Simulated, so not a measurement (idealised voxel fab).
The document below concerns the process module designated voxel capacitor over wiring.
Each square cell in cross-section cut measures 5 nm, and the section as a whole is 265 nm wide.
Heads up, the way a cross-section reads in here is a grid of square cells, handed over as bands from the top down, with every band being one or more rows of cells.
Heights first: top, then bottom, in nm. Then materials, left to right, each with a width in nm. "edge to edge" on a single material: fills the band edge to edge. "air": empty space.
Measure heights from 0. That's the level where, below it, the as-received wafer is all one material. The lowest band is bottomless and extends downward; write it as in "from 0 down".
Quick explanation for "30..40": the width changes in equal steps down the rows of cells, from the first number in the band's top row to the second number in its bottom row.
The designation "nothing changed", where it is given for a processing step, indicates that no cell of the cross-section was altered in the course of that step.
Reported under the label "Enclosed cavity list" are the empty spaces having no open way to the top and comprising 8 cells or more; the notation for each is width x height at distance, in which the distance is measured from the left edge and all three values are in nm.
Where a step's line continues beyond its settings, the continuation is a remark by the simulator itself on that step.
overlay nm: where the mask lay relative to plan, measured to the right, on steps with a mask; negatives go left.
Structure of the following material. The material consists of pairs of cross-sections. Each pair comprises the cross-section before one process step and the cross-section after that step, the latter shown only down to the lowest band that changed. The step between the cross-sections is specified beneath each pair, including its settings. Pairs are not necessarily consecutive: they may derive from different runs of this module performed on the same starting wafer. Continuity with the pair above is to be assumed only where the entry headed "Ex-ante state" of the pair in question states it.

Ex-ante state
	from 0 down: Si edge to edge
	Enclosed cavity list: none

after
	from 15 to 0: SiO2 edge to edge
	Nothing below the height 0 has changed.
	Enclosed cavity list: none
Between the two cross-sections you see above, the step is CONFORMAL_DEP,material SiO2,thk nm 15

Ex-ante state: check the pair just above; its after cross-section is our before state.

after
	from 20 to 15: TiN edge to edge
	Nothing below the height 15 has changed.
	Enclosed cavity list: none
Between the two cross-sections you see above, the step is DIRECTIONAL_DEP,material TiN,thk nm 5

Ex-ante state: check the pair just above; its after cross-section is our before state.

after
	from 35 to 20: W edge to edge
	Nothing below the height 20 has changed.
	Enclosed cavity list: none
Between the two cross-sections you see above, the step is DIRECTIONAL_DEP,material W,thk nm 15

Ex-ante state: check the pair just above; its after cross-section is our before state.

after
	from 45 to 35: aC edge to edge
	Nothing below the height 35 has changed.
	Enclosed cavity list: none
Between the two cross-sections you see above, the step is DIRECTIONAL_DEP,material aC,thk nm 10

Ex-ante state: check the pair just above; its after cross-section is our before state.

after
	from 70 to 45: air 75 nm; resist 25 nm; air 65 nm; resist 25 nm; air 75 nm
	Nothing below the height 45 has changed.
	Enclosed cavity list: none
Between the two cross-sections you see above, the step is PATTERN,tone cover,mask id METAL_1,material resist,width nm 25,pitch nm 90,thk nm 25,overlay nm 0

Ex-ante state: check the pair just above; its after cross-section is our before state.

after
	from 60 to 45: air 75 nm; resist 25 nm; air 65 nm; resist 25 nm; air 75 nm
	from 45 to 35: air 75 nm; aC 25 nm; air 65 nm; aC 25 nm; air 75 nm
	Nothing below the height 35 has changed.
	Enclosed cavity list: none
Between the two cross-sections you see above, the step is DIRECTIONAL_ETCH,etch materials aC,depth nm 10

Ex-ante state: check the pair just above; its after cross-section is our before state.

after
	from 45 to 35: air 75 nm; aC 25 nm; air 65 nm; aC 25 nm; air 75 nm
	Nothing below the height 35 has changed.
	Enclosed cavity list: none
Between the two cross-sections you see above, the step is STRIP,etch materials resist

Ex-ante state: check the pair just above; its after cross-section is our before state.

after
	from 45 to 35: air 75 nm; aC 25 nm; air 65 nm; aC 25 nm; air 75 nm
	from 35 to 20: air 75 nm; W 25 nm; air 65 nm; W 25 nm; air 75 nm
	Nothing below the height 20 has changed.
	Enclosed cavity list: none
Between the two cross-sections you see above, the step is DIRECTIONAL_ETCH,etch materials W,depth nm 15

Ex-ante state: check the pair just above; its after cross-section is our before state.

after
	from 45 to 35: air 75 nm; aC 25 nm; air 65 nm; aC 25 nm; air 75 nm
	from 35 to 20: air 75 nm; W 25 nm; air 65 nm; W 25 nm; air 75 nm
	from 20 to 15: air 75 nm; TiN 25 nm; air 65 nm; TiN 25 nm; air 75 nm
	Nothing below the height 15 has changed.
	Enclosed cavity list: none
Between the two cross-sections you see above, the step is DIRECTIONAL_ETCH,etch materials TiN,depth nm 5

Ex-ante state: check the pair just above; its after cross-section is our before state.

after
	from 35 to 20: air 75 nm; W 25 nm; air 65 nm; W 25 nm; air 75 nm
	Nothing below the height 20 has changed.
	Enclosed cavity list: none
Between the two cross-sections you see above, the step is STRIP,etch materials aC

Ex-ante state: check the pair just above; its after cross-section is our before state.

after
	from 40 to 35: air 70 nm; SiN 35 nm; air 55 nm; SiN 35 nm; air 70 nm
	from 35 to 20: air 70 nm; SiN 5 nm; W 25 nm; SiN 5 nm; air 55 nm; SiN 5 nm; W 25 nm; SiN 5 nm; air 70 nm
	from 20 to 15: SiN 75 nm; TiN 25 nm; SiN 65 nm; TiN 25 nm; SiN 75 nm
	Nothing below the height 15 has changed.
	Enclosed cavity list: none
Between the two cross-sections you see above, the step is CONFORMAL_DEP,material SiN,thk nm 5

Ex-ante state: check the pair just above; its after cross-section is our before state.

after
	from 45 to 40: SiO2 edge to edge
	from 40 to 35: SiO2 70 nm; SiN 35 nm; SiO2 55 nm; SiN 35 nm; SiO2 70 nm
	from 35 to 20: SiO2 70 nm; SiN 5 nm; W 25 nm; SiN 5 nm; SiO2 55 nm; SiN 5 nm; W 25 nm; SiN 5 nm; SiO2 70 nm
	Nothing below the height 20 has changed.
	Enclosed cavity list: none
Between the two cross-sections you see above, the step is FILL_DEP,material SiO2,thk nm 5

Ex-ante state: check the pair just above; its after cross-section is our before state.

after
	from 35 to 20: SiO2 70 nm; SiN 5 nm; W 25 nm; SiN 5 nm; SiO2 55 nm; SiN 5 nm; W 25 nm; SiN 5 nm; SiO2 70 nm
	Nothing below the height 20 has changed.
	Enclosed cavity list: none
Between the two cross-sections you see above, the step is CMP,height nm 35

Ex-ante state: check the pair just above; its after cross-section is our before state.

after
	from 40 to 35: SiCN edge to edge
	Nothing below the height 35 has changed.
	Enclosed cavity list: none
Between the two cross-sections you see above, the step is CONFORMAL_DEP,material SiCN,thk nm 5

Ex-ante state: check the pair just above; its after cross-section is our before state.

after
	from 50 to 40: lowk edge to edge
	Nothing below the height 40 has changed.
	Enclosed cavity list: none
Between the two cross-sections you see above, the step is DIRECTIONAL_DEP,material lowk,thk nm 10

Ex-ante state: check the pair just above; its after cross-section is our before state.

after
	from 50 to 40: lowk 85 nm; air 15 nm; lowk 165 nm
	Nothing below the height 40 has changed.
	Enclosed cavity list: none
Between the two cross-sections you see above, the step is MASKED_ETCH,tone open,mask id PLUG_1,width nm 15,etch materials lowk,depth nm 10,overlay nm 0

Ex-ante state: check the pair just above; its after cross-section is our before state.

after
	from 50 to 40: lowk 85 nm; air 15 nm; lowk 165 nm
	from 40 to 35: SiCN 85 nm; air 15 nm; SiCN 165 nm
	Nothing below the height 35 has changed.
	Enclosed cavity list: none
Between the two cross-sections you see above, the step is MASKED_ETCH,tone open,mask id PLUG_1,width nm 15,etch materials SiCN,depth nm 5,overlay nm 0

Ex-ante state: check the pair just above; its after cross-section is our before state.

after
	from 55 to 50: TiN 90 nm; air 5 nm; TiN 170 nm
	from 50 to 40: lowk 85 nm; TiN 5 nm; air 5 nm; TiN 5 nm; lowk 165 nm
	from 40 to 35: SiCN 85 nm; TiN 15 nm; SiCN 165 nm
	Nothing below the height 35 has changed.
	Enclosed cavity list: none
Between the two cross-sections you see above, the step is CONFORMAL_DEP,material TiN,thk nm 5

Ex-ante state: check the pair just above; its after cross-section is our before state.

after
	from 60 to 55: Cu edge to edge
	from 55 to 50: TiN 90 nm; Cu 5 nm; TiN 170 nm
	from 50 to 40: lowk 85 nm; TiN 5 nm; Cu 5 nm; TiN 5 nm; lowk 165 nm
	Nothing below the height 40 has changed.
	Enclosed cavity list: none
Between the two cross-sections you see above, the step is FILL_DEP,material Cu,thk nm 5

Ex-ante state: check the pair just above; its after cross-section is our before state.

after
	from 50 to 40: lowk 85 nm; TiN 5 nm; Cu 5 nm; TiN 5 nm; lowk 165 nm
	Nothing below the height 40 has changed.
	Enclosed cavity list: none
Between the two cross-sections you see above, the step is CMP,height nm 50

Ex-ante state: check the pair just above; its after cross-section is our before state.

after
	from 60 to 50: TiN edge to edge
	Nothing below the height 50 has changed.
	Enclosed cavity list: none
Between the two cross-sections you see above, the step is DIRECTIONAL_DEP,material TiN,thk nm 10

Ex-ante state: check the pair just above; its after cross-section is our before state.

after
	from 65 to 60: SiN edge to edge
	Nothing below the height 60 has changed.
	Enclosed cavity list: none
Between the two cross-sections you see above, the step is DIRECTIONAL_DEP,material SiN,thk nm 5

Ex-ante state: check the pair just above; its after cross-section is our before state.

after
	from 75 to 65: TiN edge to edge
	Nothing below the height 65 has changed.
	Enclosed cavity list: none
Between the two cross-sections you see above, the step is DIRECTIONAL_DEP,material TiN,thk nm 10

Ex-ante state: check the pair just above; its after cross-section is our before state.

after
	from 75 to 65: air 85 nm; TiN 70 nm; air 110 nm
	Nothing below the height 65 has changed.
	Enclosed cavity list: none
Between the two cross-sections you see above, the step is MASKED_ETCH,tone cover,mask id UPPER_PLATE,width nm 70,etch materials TiN,depth nm 10,overlay nm 0

Ex-ante state: check the pair just above; its after cross-section is our before state.

after
	from 75 to 65: air 85 nm; TiN 70 nm; air 110 nm
	from 65 to 60: air 85 nm; SiN 70 nm; air 110 nm
	Nothing below the height 60 has changed.
	Enclosed cavity list: none
Between the two cross-sections you see above, the step is MASKED_ETCH,tone cover,mask id UPPER_PLATE,width nm 70,etch materials SiN,depth nm 5,overlay nm 0

Ex-ante state: check the pair just above; its after cross-section is our before state.

after
	from 85 to 75: air 85 nm; aC 70 nm; air 110 nm
	from 75 to 70: air 85 nm; TiN 70 nm; air 110 nm
	from 70 to 65: aC 85 nm; TiN 70 nm; aC 110 nm
	from 65 to 60: aC 85 nm; SiN 70 nm; aC 110 nm
	Nothing below the height 60 has changed.
	Enclosed cavity list: none
Between the two cross-sections you see above, the step is DIRECTIONAL_DEP,material aC,thk nm 10

Ex-ante state: check the pair just above; its after cross-section is our before state.

after
	from 115 to 85: air 80 nm; resist 80 nm; air 105 nm
	from 85 to 75: air 80 nm; resist 5 nm; aC 70 nm; resist 5 nm; air 105 nm
	from 75 to 70: air 80 nm; resist 5 nm; TiN 70 nm; resist 5 nm; air 105 nm
	Nothing below the height 70 has changed.
	Enclosed cavity list: none
Between the two cross-sections you see above, the step is PATTERN,tone cover,mask id LOWER_PLATE,material resist,width nm 80,thk nm 30,overlay nm 0

Ex-ante state: check the pair just above; its after cross-section is our before state.

after
	from 105 to 85: air 80 nm; resist 80 nm; air 105 nm
	from 85 to 75: air 80 nm; resist 5 nm; aC 70 nm; resist 5 nm; air 105 nm
	from 75 to 70: air 80 nm; resist 5 nm; TiN 70 nm; resist 5 nm; air 105 nm
	from 70 to 65: air 80 nm; aC 5 nm; TiN 70 nm; aC 5 nm; air 105 nm
	from 65 to 60: air 80 nm; aC 5 nm; SiN 70 nm; aC 5 nm; air 105 nm
	Nothing below the height 60 has changed.
	Enclosed cavity list: none
Between the two cross-sections you see above, the step is DIRECTIONAL_ETCH,etch materials aC,depth nm 10

Ex-ante state: check the pair just above; its after cross-section is our before state.

after
	from 85 to 75: air 85 nm; aC 70 nm; air 110 nm
	from 75 to 70: air 85 nm; TiN 70 nm; air 110 nm
	Nothing below the height 70 has changed.
	Enclosed cavity list: none
Between the two cross-sections you see above, the step is STRIP,etch materials resist

Ex-ante state: check the pair just above; its after cross-section is our before state.

after
	from 85 to 75: air 85 nm; aC 70 nm; air 110 nm
	from 75 to 70: air 85 nm; TiN 70 nm; air 110 nm
	from 70 to 65: air 80 nm; aC 5 nm; TiN 70 nm; aC 5 nm; air 105 nm
	from 65 to 60: air 80 nm; aC 5 nm; SiN 70 nm; aC 5 nm; air 105 nm
	from 60 to 50: air 80 nm; TiN 80 nm; air 105 nm
	Nothing below the height 50 has changed.
	Enclosed cavity list: none
Between the two cross-sections you see above, the step is DIRECTIONAL_ETCH,etch materials TiN,depth nm 10

Ex-ante state: check the pair just above; its after cross-section is our before state.

after
	from 75 to 65: air 85 nm; TiN 70 nm; air 110 nm
	from 65 to 60: air 85 nm; SiN 70 nm; air 110 nm
	Nothing below the height 60 has changed.
	Enclosed cavity list: none
Between the two cross-sections you see above, the step is STRIP,etch materials aC

Ex-ante state: check the pair just above; its after cross-section is our before state.

after
	from 90 to 75: SiO2 edge to edge
	from 75 to 65: SiO2 85 nm; TiN 70 nm; SiO2 110 nm
	from 65 to 60: SiO2 85 nm; SiN 70 nm; SiO2 110 nm
	from 60 to 50: SiO2 80 nm; TiN 80 nm; SiO2 105 nm
	Nothing below the height 50 has changed.
	Enclosed cavity list: none
Between the two cross-sections you see above, the step is FILL_DEP,material SiO2,thk nm 15

Ex-ante state: check the pair just above; its after cross-section is our before state.

after
	from 85 to 75: SiO2 edge to edge
	Nothing below the height 75 has changed.
	Enclosed cavity list: none
Between the two cross-sections you see above, the step is CMP,height nm 85

Ex-ante state: check the pair just above; its after cross-section is our before state.

after
	from 100 to 85: resist 95 nm; air 15 nm; resist 155 nm
	Nothing below the height 85 has changed.
	Enclosed cavity list: none
Between the two cross-sections you see above, the step is PATTERN,tone open,mask id PLUG_2,material resist,width nm 15,thk nm 15,overlay nm 0

Ex-ante state: check the pair just above; its after cross-section is our before state.

after
	from 100 to 85: resist 95 nm; air 15 nm; resist 155 nm
	from 85 to 75: SiO2 95 nm; air 15 nm; SiO2 155 nm
	Nothing below the height 75 has changed.
	Enclosed cavity list: none
Between the two cross-sections you see above, the step is DIRECTIONAL_ETCH,etch materials SiO2,depth nm 10

Ex-ante state: check the pair just above; its after cross-section is our before state.

after
	from 85 to 75: SiO2 95 nm; air 15 nm; SiO2 155 nm
	Nothing below the height 75 has changed.
	Enclosed cavity list: none
Between the two cross-sections you see above, the step is STRIP,etch materials resist

Ex-ante state: check the pair just above; its after cross-section is our before state.

after
	from 90 to 85: TiN 100 nm; air 5 nm; TiN 160 nm
	from 85 to 80: SiO2 95 nm; TiN 5 nm; air 5 nm; TiN 5 nm; SiO2 155 nm
	from 80 to 75: SiO2 95 nm; TiN 15 nm; SiO2 155 nm
	Nothing below the height 75 has changed.
	Enclosed cavity list: none
Between the two cross-sections you see above, the step is CONFORMAL_DEP,material TiN,thk nm 5

Ex-ante state: check the pair just above; its after cross-section is our before state.

after
	from 95 to 90: W edge to edge
	from 90 to 85: TiN 100 nm; W 5 nm; TiN 160 nm
	from 85 to 80: SiO2 95 nm; TiN 5 nm; W 5 nm; TiN 5 nm; SiO2 155 nm
	Nothing below the height 80 has changed.
	Enclosed cavity list: none
Between the two cross-sections you see above, the step is FILL_DEP,material W,thk nm 5

Ex-ante state: check the pair just above; its after cross-section is our before state.

after
	from 85 to 80: SiO2 95 nm; TiN 5 nm; W 5 nm; TiN 5 nm; SiO2 155 nm
	Nothing below the height 80 has changed.
	Enclosed cavity list: none
Between the two cross-sections you see above, the step is CMP,height nm 85

Ex-ante state: check the pair just above; its after cross-section is our before state.

after
	from 90 to 85: SiCN edge to edge
	Nothing below the height 85 has changed.
	Enclosed cavity list: none
Between the two cross-sections you see above, the step is CONFORMAL_DEP,material SiCN,thk nm 5

Ex-ante state
	from 40 to 35: SiCN edge to edge
	from 35 to 20: SiO2 70 nm; SiN 5 nm; W 25 nm; SiN 5 nm; SiO2 55 nm; SiN 5 nm; W 25 nm; SiN 5 nm; SiO2 70 nm
	from 20 to 15: SiN 75 nm; TiN 25 nm; SiN 65 nm; TiN 25 nm; SiN 75 nm
	from 15 to 0: SiO2 edge to edge
	from 0 down: Si edge to edge
	Enclosed cavity list: none

after
	from 40 to 35: SiCN 85 nm; air 15 nm; SiCN 165 nm
	Nothing below the height 35 has changed.
	Enclosed cavity list: none
Between the two cross-sections you see above, the step is MASKED_ETCH,tone open,mask id PLUG_1,width nm 15,etch materials SiCN,depth nm 5,overlay nm 0

Ex-ante state: check the pair just above; its after cross-section is our before state.

after
	from 45 to 40: TiN 90 nm; air 5 nm; TiN 170 nm
	from 40 to 35: SiCN 85 nm; TiN 15 nm; SiCN 165 nm
	Nothing below the height 35 has changed.
	Enclosed cavity list: none
Between the two cross-sections you see above, the step is CONFORMAL_DEP,material TiN,thk nm 5

Ex-ante state: check the pair just above; its after cross-section is our before state.

after
	from 50 to 45: Cu edge to edge
	from 45 to 40: TiN 90 nm; Cu 5 nm; TiN 170 nm
	Nothing below the height 40 has changed.
	Enclosed cavity list: none
Between the two cross-sections you see above, the step is FILL_DEP,material Cu,thk nm 5

Ex-ante state: check the pair just above; its after cross-section is our before state.

after
	from 60 to 50: TiN edge to edge
	Nothing below the height 50 has changed.
	Enclosed cavity list: none
Between the two cross-sections you see above, the step is DIRECTIONAL_DEP,material TiN,thk nm 10

Ex-ante state: check the pair just above; its after cross-section is our before state.

after
	from 65 to 60: SiN edge to edge
	Nothing below the height 60 has changed.
	Enclosed cavity list: none
Between the two cross-sections you see above, the step is DIRECTIONAL_DEP,material SiN,thk nm 5

Ex-ante state: check the pair just above; its after cross-section is our before state.

after
	from 75 to 65: TiN edge to edge
	Nothing below the height 65 has changed.
	Enclosed cavity list: none
Between the two cross-sections you see above, the step is DIRECTIONAL_DEP,material TiN,thk nm 10

Ex-ante state: check the pair just above; its after cross-section is our before state.

after
	from 75 to 65: air 85 nm; TiN 70 nm; air 110 nm
	Nothing below the height 65 has changed.
	Enclosed cavity list: none
Between the two cross-sections you see above, the step is MASKED_ETCH,tone cover,mask id UPPER_PLATE,width nm 70,etch materials TiN,depth nm 10,overlay nm 0

Ex-ante state: check the pair just above; its after cross-section is our before state.

after
	from 75 to 65: air 85 nm; TiN 70 nm; air 110 nm
	from 65 to 60: air 85 nm; SiN 70 nm; air 110 nm
	Nothing below the height 60 has changed.
	Enclosed cavity list: none
Between the two cross-sections you see above, the step is MASKED_ETCH,tone cover,mask id UPPER_PLATE,width nm 70,etch materials SiN,depth nm 5,overlay nm 0

Ex-ante state: check the pair just above; its after cross-section is our before state.

after
	from 85 to 75: air 85 nm; aC 70 nm; air 110 nm
	from 75 to 70: air 85 nm; TiN 70 nm; air 110 nm
	from 70 to 65: aC 85 nm; TiN 70 nm; aC 110 nm
	from 65 to 60: aC 85 nm; SiN 70 nm; aC 110 nm
	Nothing below the height 60 has changed.
	Enclosed cavity list: none
Between the two cross-sections you see above, the step is DIRECTIONAL_DEP,material aC,thk nm 10

Ex-ante state: check the pair just above; its after cross-section is our before state.

after
	from 115 to 85: air 80 nm; resist 80 nm; air 105 nm
	from 85 to 75: air 80 nm; resist 5 nm; aC 70 nm; resist 5 nm; air 105 nm
	from 75 to 70: air 80 nm; resist 5 nm; TiN 70 nm; resist 5 nm; air 105 nm
	Nothing below the height 70 has changed.
	Enclosed cavity list: none
Between the two cross-sections you see above, the step is PATTERN,tone cover,mask id LOWER_PLATE,material resist,width nm 80,thk nm 30,overlay nm 0

Ex-ante state: check the pair just above; its after cross-section is our before state.

after
	from 105 to 85: air 80 nm; resist 80 nm; air 105 nm
	from 85 to 75: air 80 nm; resist 5 nm; aC 70 nm; resist 5 nm; air 105 nm
	from 75 to 70: air 80 nm; resist 5 nm; TiN 70 nm; resist 5 nm; air 105 nm
	from 70 to 65: air 80 nm; aC 5 nm; TiN 70 nm; aC 5 nm; air 105 nm
	from 65 to 60: air 80 nm; aC 5 nm; SiN 70 nm; aC 5 nm; air 105 nm
	Nothing below the height 60 has changed.
	Enclosed cavity list: none
Between the two cross-sections you see above, the step is DIRECTIONAL_ETCH,etch materials aC,depth nm 10

Ex-ante state: check the pair just above; its after cross-section is our before state.

after
	from 85 to 75: air 85 nm; aC 70 nm; air 110 nm
	from 75 to 70: air 85 nm; TiN 70 nm; air 110 nm
	Nothing below the height 70 has changed.
	Enclosed cavity list: none
Between the two cross-sections you see above, the step is STRIP,etch materials resist

Ex-ante state: check the pair just above; its after cross-section is our before state.

after
	from 85 to 75: air 85 nm; aC 70 nm; air 110 nm
	from 75 to 70: air 85 nm; TiN 70 nm; air 110 nm
	from 70 to 65: air 80 nm; aC 5 nm; TiN 70 nm; aC 5 nm; air 105 nm
	from 65 to 60: air 80 nm; aC 5 nm; SiN 70 nm; aC 5 nm; air 105 nm
	from 60 to 50: air 80 nm; TiN 80 nm; air 105 nm
	Nothing below the height 50 has changed.
	Enclosed cavity list: none
Between the two cross-sections you see above, the step is DIRECTIONAL_ETCH,etch materials TiN,depth nm 10

Ex-ante state: check the pair just above; its after cross-section is our before state.

after
	from 75 to 65: air 85 nm; TiN 70 nm; air 110 nm
	from 65 to 60: air 85 nm; SiN 70 nm; air 110 nm
	Nothing below the height 60 has changed.
	Enclosed cavity list: none
Between the two cross-sections you see above, the step is STRIP,etch materials aC

Ex-ante state: check the pair just above; its after cross-section is our before state.

after
	from 90 to 75: SiO2 edge to edge
	from 75 to 65: SiO2 85 nm; TiN 70 nm; SiO2 110 nm
	from 65 to 60: SiO2 85 nm; SiN 70 nm; SiO2 110 nm
	from 60 to 50: SiO2 80 nm; TiN 80 nm; SiO2 105 nm
	Nothing below the height 50 has changed.
	Enclosed cavity list: none
Between the two cross-sections you see above, the step is FILL_DEP,material SiO2,thk nm 15

Ex-ante state: check the pair just above; its after cross-section is our before state.

after
	from 85 to 75: SiO2 edge to edge
	Nothing below the height 75 has changed.
	Enclosed cavity list: none
Between the two cross-sections you see above, the step is CMP,height nm 85

Ex-ante state: check the pair just above; its after cross-section is our before state.

after
	from 100 to 85: resist 95 nm; air 15 nm; resist 155 nm
	Nothing below the height 85 has changed.
	Enclosed cavity list: none
Between the two cross-sections you see above, the step is PATTERN,tone open,mask id PLUG_2,material resist,width nm 15,thk nm 15,overlay nm 0

Ex-ante state: check the pair just above; its after cross-section is our before state.

after
	from 100 to 85: resist 95 nm; air 15 nm; resist 155 nm
	from 85 to 75: SiO2 95 nm; air 15 nm; SiO2 155 nm
	Nothing below the height 75 has changed.
	Enclosed cavity list: none
Between the two cross-sections you see above, the step is DIRECTIONAL_ETCH,etch materials SiO2,depth nm 10

Ex-ante state: check the pair just above; its after cross-section is our before state.

after
	from 85 to 75: SiO2 95 nm; air 15 nm; SiO2 155 nm
	Nothing below the height 75 has changed.
	Enclosed cavity list: none
Between the two cross-sections you see above, the step is STRIP,etch materials resist

Ex-ante state: check the pair just above; its after cross-section is our before state.

after
	from 90 to 85: TiN 100 nm; air 5 nm; TiN 160 nm
	from 85 to 80: SiO2 95 nm; TiN 5 nm; air 5 nm; TiN 5 nm; SiO2 155 nm
	from 80 to 75: SiO2 95 nm; TiN 15 nm; SiO2 155 nm
	Nothing below the height 75 has changed.
	Enclosed cavity list: none
Between the two cross-sections you see above, the step is CONFORMAL_DEP,material TiN,thk nm 5

Ex-ante state: check the pair just above; its after cross-section is our before state.

after
	from 95 to 90: W edge to edge
	from 90 to 85: TiN 100 nm; W 5 nm; TiN 160 nm
	from 85 to 80: SiO2 95 nm; TiN 5 nm; W 5 nm; TiN 5 nm; SiO2 155 nm
	Nothing below the height 80 has changed.
	Enclosed cavity list: none
Between the two cross-sections you see above, the step is FILL_DEP,material W,thk nm 5

Ex-ante state: check the pair just above; its after cross-section is our before state.

after
	from 85 to 80: SiO2 95 nm; TiN 5 nm; W 5 nm; TiN 5 nm; SiO2 155 nm
	Nothing below the height 80 has changed.
	Enclosed cavity list: none
Between the two cross-sections you see above, the step is CMP,height nm 85

Ex-ante state: check the pair just above; its after cross-section is our before state.

after
	from 90 to 85: SiCN edge to edge
	Nothing below the height 85 has changed.
	Enclosed cavity list: none
Between the two cross-sections you see above, the step is CONFORMAL_DEP,material SiCN,thk nm 5

Ex-ante state
	from 15 to 0: SiO2 edge to edge
	from 0 down: Si edge to edge
	Enclosed cavity list: none

after
	from 30 to 0: SiO2 edge to edge
	Nothing below the height 0 has changed.
	Enclosed cavity list: none
Between the two cross-sections you see above, the step is CONFORMAL_DEP,material SiO2,thk nm 15

Ex-ante state: check the pair just above; its after cross-section is our before state.

after
	from 35 to 30: TiN edge to edge
	Nothing below the height 30 has changed.
	Enclosed cavity list: none
Between the two cross-sections you see above, the step is DIRECTIONAL_DEP,material TiN,thk nm 5

Ex-ante state: check the pair just above; its after cross-section is our before state.

after
	from 50 to 35: W edge to edge
	Nothing below the height 35 has changed.
	Enclosed cavity list: none
Between the two cross-sections you see above, the step is DIRECTIONAL_DEP,material W,thk nm 15

Ex-ante state: check the pair just above; its after cross-section is our before state.

after
	from 60 to 50: aC edge to edge
	Nothing below the height 50 has changed.
	Enclosed cavity list: none
Between the two cross-sections you see above, the step is DIRECTIONAL_DEP,material aC,thk nm 10

Ex-ante state: check the pair just above; its after cross-section is our before state.

after
	from 85 to 60: air 75 nm; resist 25 nm; air 65 nm; resist 25 nm; air 75 nm
	Nothing below the height 60 has changed.
	Enclosed cavity list: none
Between the two cross-sections you see above, the step is PATTERN,tone cover,mask id METAL_1,material resist,width nm 25,pitch nm 90,thk nm 25,overlay nm 0

Ex-ante state: check the pair just above; its after cross-section is our before state.

after
	from 75 to 60: air 75 nm; resist 25 nm; air 65 nm; resist 25 nm; air 75 nm
	from 60 to 50: air 75 nm; aC 25 nm; air 65 nm; aC 25 nm; air 75 nm
	Nothing below the height 50 has changed.
	Enclosed cavity list: none
Between the two cross-sections you see above, the step is DIRECTIONAL_ETCH,etch materials aC,depth nm 10

Ex-ante state: check the pair just above; its after cross-section is our before state.

after
	from 60 to 50: air 75 nm; aC 25 nm; air 65 nm; aC 25 nm; air 75 nm
	Nothing below the height 50 has changed.
	Enclosed cavity list: none
Between the two cross-sections you see above, the step is STRIP,etch materials resist

Ex-ante state: check the pair just above; its after cross-section is our before state.

after
	from 60 to 50: air 75 nm; aC 25 nm; air 65 nm; aC 25 nm; air 75 nm
	from 50 to 35: air 75 nm; W 25 nm; air 65 nm; W 25 nm; air 75 nm
	Nothing below the height 35 has changed.
	Enclosed cavity list: none
Between the two cross-sections you see above, the step is DIRECTIONAL_ETCH,etch materials W,depth nm 15

Ex-ante state: check the pair just above; its after cross-section is our before state.

after
	from 60 to 50: air 75 nm; aC 25 nm; air 65 nm; aC 25 nm; air 75 nm
	from 50 to 35: air 75 nm; W 25 nm; air 65 nm; W 25 nm; air 75 nm
	from 35 to 30: air 75 nm; TiN 25 nm; air 65 nm; TiN 25 nm; air 75 nm
	Nothing below the height 30 has changed.
	Enclosed cavity list: none
Between the two cross-sections you see above, the step is DIRECTIONAL_ETCH,etch materials TiN,depth nm 5

Ex-ante state: check the pair just above; its after cross-section is our before state.

after
	from 50 to 35: air 75 nm; W 25 nm; air 65 nm; W 25 nm; air 75 nm
	Nothing below the height 35 has changed.
	Enclosed cavity list: none
Between the two cross-sections you see above, the step is STRIP,etch materials aC

Ex-ante state: check the pair just above; its after cross-section is our before state.

after
	from 55 to 50: air 70 nm; SiN 35 nm; air 55 nm; SiN 35 nm; air 70 nm
	from 50 to 35: air 70 nm; SiN 5 nm; W 25 nm; SiN 5 nm; air 55 nm; SiN 5 nm; W 25 nm; SiN 5 nm; air 70 nm
	from 35 to 30: SiN 75 nm; TiN 25 nm; SiN 65 nm; TiN 25 nm; SiN 75 nm
	Nothing below the height 30 has changed.
	Enclosed cavity list: none
Between the two cross-sections you see above, the step is CONFORMAL_DEP,material SiN,thk nm 5

Ex-ante state: check the pair just above; its after cross-section is our before state.

after
	from 60 to 55: SiO2 edge to edge
	from 55 to 50: SiO2 70 nm; SiN 35 nm; SiO2 55 nm; SiN 35 nm; SiO2 70 nm
	from 50 to 35: SiO2 70 nm; SiN 5 nm; W 25 nm; SiN 5 nm; SiO2 55 nm; SiN 5 nm; W 25 nm; SiN 5 nm; SiO2 70 nm
	Nothing below the height 35 has changed.
	Enclosed cavity list: none
Between the two cross-sections you see above, the step is FILL_DEP,material SiO2,thk nm 5

Ex-ante state: check the pair just above; its after cross-section is our before state.

after
	from 35 to 30: SiN 75 nm; TiN 25 nm; SiN 65 nm; TiN 25 nm; SiN 75 nm
	Nothing below the height 30 has changed.
	Enclosed cavity list: none
Between the two cross-sections you see above, the step is CMP,height nm 35

Ex-ante state: check the pair just above; its after cross-section is our before state.

after
	from 40 to 35: SiCN edge to edge
	Nothing below the height 35 has changed.
	Enclosed cavity list: none
Between the two cross-sections you see above, the step is CONFORMAL_DEP,material SiCN,thk nm 5

Ex-ante state: check the pair just above; its after cross-section is our before state.

after
	from 50 to 40: lowk edge to edge
	Nothing below the height 40 has changed.
	Enclosed cavity list: none
Between the two cross-sections you see above, the step is DIRECTIONAL_DEP,material lowk,thk nm 10

Ex-ante state: check the pair just above; its after cross-section is our before state.

after
	from 50 to 40: lowk 85 nm; air 15 nm; lowk 165 nm
	Nothing below the height 40 has changed.
	Enclosed cavity list: none
Between the two cross-sections you see above, the step is MASKED_ETCH,tone open,mask id PLUG_1,width nm 15,etch materials lowk,depth nm 10,overlay nm 0

Ex-ante state: check the pair just above; its after cross-section is our before state.

after
	from 50 to 40: lowk 85 nm; air 15 nm; lowk 165 nm
	from 40 to 35: SiCN 85 nm; air 15 nm; SiCN 165 nm
	Nothing below the height 35 has changed.
	Enclosed cavity list: none
Between the two cross-sections you see above, the step is MASKED_ETCH,tone open,mask id PLUG_1,width nm 15,etch materials SiCN,depth nm 5,overlay nm 0

Ex-ante state: check the pair just above; its after cross-section is our before state.

after
	from 55 to 50: TiN 90 nm; air 5 nm; TiN 170 nm
	from 50 to 40: lowk 85 nm; TiN 5 nm; air 5 nm; TiN 5 nm; lowk 165 nm
	from 40 to 35: SiCN 85 nm; TiN 15 nm; SiCN 165 nm
	Nothing below the height 35 has changed.
	Enclosed cavity list: none
Between the two cross-sections you see above, the step is CONFORMAL_DEP,material TiN,thk nm 5

Ex-ante state: check the pair just above; its after cross-section is our before state.

after
	from 60 to 55: Cu edge to edge
	from 55 to 50: TiN 90 nm; Cu 5 nm; TiN 170 nm
	from 50 to 40: lowk 85 nm; TiN 5 nm; Cu 5 nm; TiN 5 nm; lowk 165 nm
	Nothing below the height 40 has changed.
	Enclosed cavity list: none
Between the two cross-sections you see above, the step is FILL_DEP,material Cu,thk nm 5
